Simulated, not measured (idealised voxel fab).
process module | voxel self aligned vias
Square cells of 5 nm make up the cross-section cut, whose width is 235 nm.
When this document writes out a cross-section, it uses a grid of square cells and lists it as bands, beginning at the top and moving down, with a band standing for one or more rows of cells.
In this notation a band is specified by the heights of its top and bottom, in that order and in nm, after which its materials appear from left to right, each paired with its width in nm. The word "edge to edge" attached to a single material means that material fills the band from edge to edge; the word "empty" stands for empty space.
It should be noted that heights are counted from 0, beneath which the wafer as supplied is of one material throughout, and that the lowest band possesses no lower boundary but continues downward, as written in "0 nm and below".
You'd read "30 to 40" like this: the band's top row of cells is as wide as the first number, its bottom row is as wide as the second, and going down, every row changes width by the same amount as the row before did.
"no alterations made" (step): cross-section cells unchanged, all of them.
"Encapsulated voids": empty spaces of 8 cells or more with no open way to the top, each given as width x height at distance, distance from the left edge, all in nm.
Whatever follows a step's settings on its line is a remark the simulator itself makes about that step.
overlay nm: mask offset rightward from planned place, masked step; negative means leftward offset.
These are the steps we planned for the process:
- 1: RECEIVE: material Si
- 2: CONFORMAL_DEP: material SiO2, thk nm 10
- 3: CONFORMAL_DEP: material SiCN, thk nm 5
- 4: DIRECTIONAL_DEP: material lowk, thk nm 20
- 5: PATTERN: tone open, mask id LINES, material resist, width nm 25, pitch nm 65, thk nm 15, overlay nm 0
- 6: DIRECTIONAL_ETCH: etch materials lowk, depth nm 20
- 7: STRIP: etch materials resist
- 8: CONFORMAL_DEP: material TiN, thk nm 5
- 9: FILL_DEP: material Ru, thk nm 5
- 10: CMP: height nm 35
- 11: SELECTIVE_ETCH: etch materials W Ru TiN, depth nm 10
- 12: FILL_DEP: material SiN, thk nm 10
- 13: CMP: height nm 35
- 14: DIRECTIONAL_DEP: material lowk, thk nm 20
- 15: DIRECTIONAL_DEP: material aC, thk nm 10
- 16: PATTERN: tone open, mask id VIAS, material resist, width nm 35, thk nm 30, overlay nm 0
- 17: DIRECTIONAL_ETCH: etch materials aC, depth nm 10
- 18: STRIP: etch materials resist
- 19: DIRECTIONAL_ETCH: etch materials lowk, depth nm 20
- 20: DIRECTIONAL_ETCH: etch materials SiN, depth nm 10
- 21: STRIP: etch materials aC
- 22: CONFORMAL_DEP: material TiN, thk nm 5
- 23: FILL_DEP: material W, thk nm 10
- 24: CMP: height nm 55
- 25: CONFORMAL_DEP: material SiN, thk nm 5
What follows covers the first of two wafers; it ran as planned:
Incoming wafer, cross-sectional view, post step 1:
- 0 nm and below  Si edge to edge
- Encapsulated voids: none
The following cross-section depicts the wafer upon completion of step 2:
- 10 nm to 0 nm  SiO2 edge to edge
- Everything below 0 is unchanged.
The following cross-section depicts the wafer upon completion of step 3:
- 15 nm to 10 nm  SiCN edge to edge
- Everything below 10 is unchanged.
The following cross-section depicts the wafer upon completion of step 4:
- 35 nm to 15 nm  lowk edge to edge
- Everything below 15 is unchanged.
The following cross-section depicts the wafer upon completion of step 5:
- 50 nm to 35 nm  70 nm resist; 25 nm empty; 40 nm resist; 25 nm empty; 75 nm resist
- Everything below 35 is unchanged.
The following cross-section depicts the wafer upon completion of step 6:
- 50 nm to 35 nm  70 nm resist; 25 nm empty; 40 nm resist; 25 nm empty; 75 nm resist
- 35 nm to 15 nm  70 nm lowk; 25 nm empty; 40 nm lowk; 25 nm empty; 75 nm lowk
- Everything below 15 is unchanged.
The following cross-section depicts the wafer upon completion of step 7:
- 35 nm to 15 nm  70 nm lowk; 25 nm empty; 40 nm lowk; 25 nm empty; 75 nm lowk
- Everything below 15 is unchanged.
The following cross-section depicts the wafer upon completion of step 8:
- 40 nm to 35 nm  75 nm TiN; 15 nm empty; 50 nm TiN; 15 nm empty; 80 nm TiN
- 35 nm to 20 nm  70 nm lowk; 5 nm TiN; 15 nm empty; 5 nm TiN; 40 nm lowk; 5 nm TiN; 15 nm empty; 5 nm TiN; 75 nm lowk
- 20 nm to 15 nm  70 nm lowk; 25 nm TiN; 40 nm lowk; 25 nm TiN; 75 nm lowk
- Everything below 15 is unchanged.
The following cross-section depicts the wafer upon completion of step 9:
- 45 nm to 40 nm  Ru edge to edge
- 40 nm to 35 nm  75 nm TiN; 15 nm Ru; 50 nm TiN; 15 nm Ru; 80 nm TiN
- 35 nm to 20 nm  70 nm lowk; 5 nm TiN; 15 nm Ru; 5 nm TiN; 40 nm lowk; 5 nm TiN; 15 nm Ru; 5 nm TiN; 75 nm lowk
- Everything below 20 is unchanged.
The following cross-section depicts the wafer upon completion of step 10:
- 35 nm to 20 nm  70 nm lowk; 5 nm TiN; 15 nm Ru; 5 nm TiN; 40 nm lowk; 5 nm TiN; 15 nm Ru; 5 nm TiN; 75 nm lowk
- Everything below 20 is unchanged.
The following cross-section depicts the wafer upon completion of step 11:
- 35 nm to 25 nm  70 nm lowk; 25 nm empty; 40 nm lowk; 25 nm empty; 75 nm lowk
- Everything below 25 is unchanged.
The following cross-section depicts the wafer upon completion of step 12:
- 45 nm to 35 nm  SiN edge to edge
- 35 nm to 25 nm  70 nm lowk; 25 nm SiN; 40 nm lowk; 25 nm SiN; 75 nm lowk
- Everything below 25 is unchanged.
The following cross-section depicts the wafer upon completion of step 13:
- 35 nm to 25 nm  70 nm lowk; 25 nm SiN; 40 nm lowk; 25 nm SiN; 75 nm lowk
- Everything below 25 is unchanged.
The following cross-section depicts the wafer upon completion of step 14:
- 55 nm to 35 nm  lowk edge to edge
- Everything below 35 is unchanged.
The following cross-section depicts the wafer upon completion of step 15:
- 65 nm to 55 nm  aC edge to edge
- Everything below 55 is unchanged.
The following cross-section depicts the wafer upon completion of step 16:
- 95 nm to 65 nm  65 nm resist; 35 nm empty; 135 nm resist
- Everything below 65 is unchanged.
The following cross-section depicts the wafer upon completion of step 17:
- 85 nm to 65 nm  65 nm resist; 35 nm empty; 135 nm resist
- 65 nm to 55 nm  65 nm aC; 35 nm empty; 135 nm aC
- Everything below 55 is unchanged.
The following cross-section depicts the wafer upon completion of step 18:
- 65 nm to 55 nm  65 nm aC; 35 nm empty; 135 nm aC
- Everything below 55 is unchanged.
The following cross-section depicts the wafer upon completion of step 19:
- 65 nm to 55 nm  65 nm aC; 35 nm empty; 135 nm aC
- 55 nm to 35 nm  65 nm lowk; 35 nm empty; 135 nm lowk
- Everything below 35 is unchanged.
The following cross-section depicts the wafer upon completion of step 20:
- 65 nm to 55 nm  65 nm aC; 35 nm empty; 135 nm aC
- 55 nm to 35 nm  65 nm lowk; 35 nm empty; 135 nm lowk
- 35 nm to 25 nm  70 nm lowk; 25 nm empty; 40 nm lowk; 25 nm SiN; 75 nm lowk
- Everything below 25 is unchanged.
The following cross-section depicts the wafer upon completion of step 21:
- 55 nm to 35 nm  65 nm lowk; 35 nm empty; 135 nm lowk
- Everything below 35 is unchanged.
The following cross-section depicts the wafer upon completion of step 22:
- 60 nm to 55 nm  70 nm TiN; 25 nm empty; 140 nm TiN
- 55 nm to 40 nm  65 nm lowk; 5 nm TiN; 25 nm empty; 5 nm TiN; 135 nm lowk
- 40 nm to 35 nm  65 nm lowk; 10 nm TiN; 15 nm empty; 10 nm TiN; 135 nm lowk
- 35 nm to 30 nm  70 nm lowk; 5 nm TiN; 15 nm empty; 5 nm TiN; 40 nm lowk; 25 nm SiN; 75 nm lowk
- 30 nm to 25 nm  70 nm lowk; 25 nm TiN; 40 nm lowk; 25 nm SiN; 75 nm lowk
- Everything below 25 is unchanged.
The following cross-section depicts the wafer upon completion of step 23:
- 70 nm to 60 nm  W edge to edge
- 60 nm to 55 nm  70 nm TiN; 25 nm W; 140 nm TiN
- 55 nm to 40 nm  65 nm lowk; 5 nm TiN; 25 nm W; 5 nm TiN; 135 nm lowk
- 40 nm to 35 nm  65 nm lowk; 10 nm TiN; 15 nm W; 10 nm TiN; 135 nm lowk
- 35 nm to 30 nm  70 nm lowk; 5 nm TiN; 15 nm W; 5 nm TiN; 40 nm lowk; 25 nm SiN; 75 nm lowk
- Everything below 30 is unchanged.
The following cross-section depicts the wafer upon completion of step 24:
- 55 nm to 40 nm  65 nm lowk; 5 nm TiN; 25 nm W; 5 nm TiN; 135 nm lowk
- Everything below 40 is unchanged.
The following cross-section depicts the wafer upon completion of step 25:
- 60 nm to 55 nm  SiN edge to edge
- Everything below 55 is unchanged.
second wafer: like start, like plan, one mistake. Through step 1 it matches the first wafer:
X-section, second wafer, when step 2 was due to finish:
- 5 nm to 0 nm  SiCN edge to edge
- Everything below 0 is unchanged.
X-section, second wafer, when step 3 was due to finish:
- 15 nm to 5 nm  SiO2 edge to edge
- Everything below 5 is unchanged.
X-section, second wafer, when step 4 was due to finish:
- 35 nm to 15 nm  lowk edge to edge
- Everything below 15 is unchanged.
X-section, second wafer, when step 5 was due to finish:
- 50 nm to 35 nm  70 nm resist; 25 nm empty; 40 nm resist; 25 nm empty; 75 nm resist
- Everything below 35 is unchanged.
X-section, second wafer, when step 6 was due to finish:
- 50 nm to 35 nm  70 nm resist; 25 nm empty; 40 nm resist; 25 nm empty; 75 nm resist
- 35 nm to 15 nm  70 nm lowk; 25 nm empty; 40 nm lowk; 25 nm empty; 75 nm lowk
- Everything below 15 is unchanged.
X-section, second wafer, when step 7 was due to finish:
- 35 nm to 15 nm  70 nm lowk; 25 nm empty; 40 nm lowk; 25 nm empty; 75 nm lowk
- Everything below 15 is unchanged.
X-section, second wafer, when step 8 was due to finish:
- 40 nm to 35 nm  75 nm TiN; 15 nm empty; 50 nm TiN; 15 nm empty; 80 nm TiN
- 35 nm to 20 nm  70 nm lowk; 5 nm TiN; 15 nm empty; 5 nm TiN; 40 nm lowk; 5 nm TiN; 15 nm empty; 5 nm TiN; 75 nm lowk
- 20 nm to 15 nm  70 nm lowk; 25 nm TiN; 40 nm lowk; 25 nm TiN; 75 nm lowk
- Everything below 15 is unchanged.
X-section, second wafer, when step 9 was due to finish:
- 45 nm to 40 nm  Ru edge to edge
- 40 nm to 35 nm  75 nm TiN; 15 nm Ru; 50 nm TiN; 15 nm Ru; 80 nm TiN
- 35 nm to 20 nm  70 nm lowk; 5 nm TiN; 15 nm Ru; 5 nm TiN; 40 nm lowk; 5 nm TiN; 15 nm Ru; 5 nm TiN; 75 nm lowk
- Everything below 20 is unchanged.
X-section, second wafer, when step 10 was due to finish:
- 35 nm to 20 nm  70 nm lowk; 5 nm TiN; 15 nm Ru; 5 nm TiN; 40 nm lowk; 5 nm TiN; 15 nm Ru; 5 nm TiN; 75 nm lowk
- Everything below 20 is unchanged.
X-section, second wafer, when step 11 was due to finish:
- 35 nm to 25 nm  70 nm lowk; 25 nm empty; 40 nm lowk; 25 nm empty; 75 nm lowk
- Everything below 25 is unchanged.
X-section, second wafer, when step 12 was due to finish:
- 45 nm to 35 nm  SiN edge to edge
- 35 nm to 25 nm  70 nm lowk; 25 nm SiN; 40 nm lowk; 25 nm SiN; 75 nm lowk
- Everything below 25 is unchanged.
X-section, second wafer, when step 13 was due to finish:
- 35 nm to 25 nm  70 nm lowk; 25 nm SiN; 40 nm lowk; 25 nm SiN; 75 nm lowk
- Everything below 25 is unchanged.
X-section, second wafer, when step 14 was due to finish:
- 55 nm to 35 nm  lowk edge to edge
- Everything below 35 is unchanged.
X-section, second wafer, when step 15 was due to finish:
- 65 nm to 55 nm  aC edge to edge
- Everything below 55 is unchanged.
X-section, second wafer, when step 16 was due to finish:
- 95 nm to 65 nm  65 nm resist; 35 nm empty; 135 nm resist
- Everything below 65 is unchanged.
X-section, second wafer, when step 17 was due to finish:
- 85 nm to 65 nm  65 nm resist; 35 nm empty; 135 nm resist
- 65 nm to 55 nm  65 nm aC; 35 nm empty; 135 nm aC
- Everything below 55 is unchanged.
X-section, second wafer, when step 18 was due to finish:
- 65 nm to 55 nm  65 nm aC; 35 nm empty; 135 nm aC
- Everything below 55 is unchanged.
X-section, second wafer, when step 19 was due to finish:
- 65 nm to 55 nm  65 nm aC; 35 nm empty; 135 nm aC
- 55 nm to 35 nm  65 nm lowk; 35 nm empty; 135 nm lowk
- Everything below 35 is unchanged.
X-section, second wafer, when step 20 was due to finish:
- 65 nm to 55 nm  65 nm aC; 35 nm empty; 135 nm aC
- 55 nm to 35 nm  65 nm lowk; 35 nm empty; 135 nm lowk
- 35 nm to 25 nm  70 nm lowk; 25 nm empty; 40 nm lowk; 25 nm SiN; 75 nm lowk
- Everything below 25 is unchanged.
X-section, second wafer, when step 21 was due to finish:
- 55 nm to 35 nm  65 nm lowk; 35 nm empty; 135 nm lowk
- Everything below 35 is unchanged.
X-section, second wafer, when step 22 was due to finish:
- 60 nm to 55 nm  70 nm TiN; 25 nm empty; 140 nm TiN
- 55 nm to 40 nm  65 nm lowk; 5 nm TiN; 25 nm empty; 5 nm TiN; 135 nm lowk
- 40 nm to 35 nm  65 nm lowk; 10 nm TiN; 15 nm empty; 10 nm TiN; 135 nm lowk
- 35 nm to 30 nm  70 nm lowk; 5 nm TiN; 15 nm empty; 5 nm TiN; 40 nm lowk; 25 nm SiN; 75 nm lowk
- 30 nm to 25 nm  70 nm lowk; 25 nm TiN; 40 nm lowk; 25 nm SiN; 75 nm lowk
- Everything below 25 is unchanged.
X-section, second wafer, when step 23 was due to finish:
- 70 nm to 60 nm  W edge to edge
- 60 nm to 55 nm  70 nm TiN; 25 nm W; 140 nm TiN
- 55 nm to 40 nm  65 nm lowk; 5 nm TiN; 25 nm W; 5 nm TiN; 135 nm lowk
- 40 nm to 35 nm  65 nm lowk; 10 nm TiN; 15 nm W; 10 nm TiN; 135 nm lowk
- 35 nm to 30 nm  70 nm lowk; 5 nm TiN; 15 nm W; 5 nm TiN; 40 nm lowk; 25 nm SiN; 75 nm lowk
- Everything below 30 is unchanged.
X-section, second wafer, when step 24 was due to finish:
- 55 nm to 40 nm  65 nm lowk; 5 nm TiN; 25 nm W; 5 nm TiN; 135 nm lowk
- Everything below 40 is unchanged.
X-section, second wafer, when step 25 was due to finish:
- 60 nm to 55 nm  SiN edge to edge
- Everything below 55 is unchanged.
Processing error: plan steps 2 and 3 run swapped
Final state: per-material cell counts identical on both wafers; locations differ.
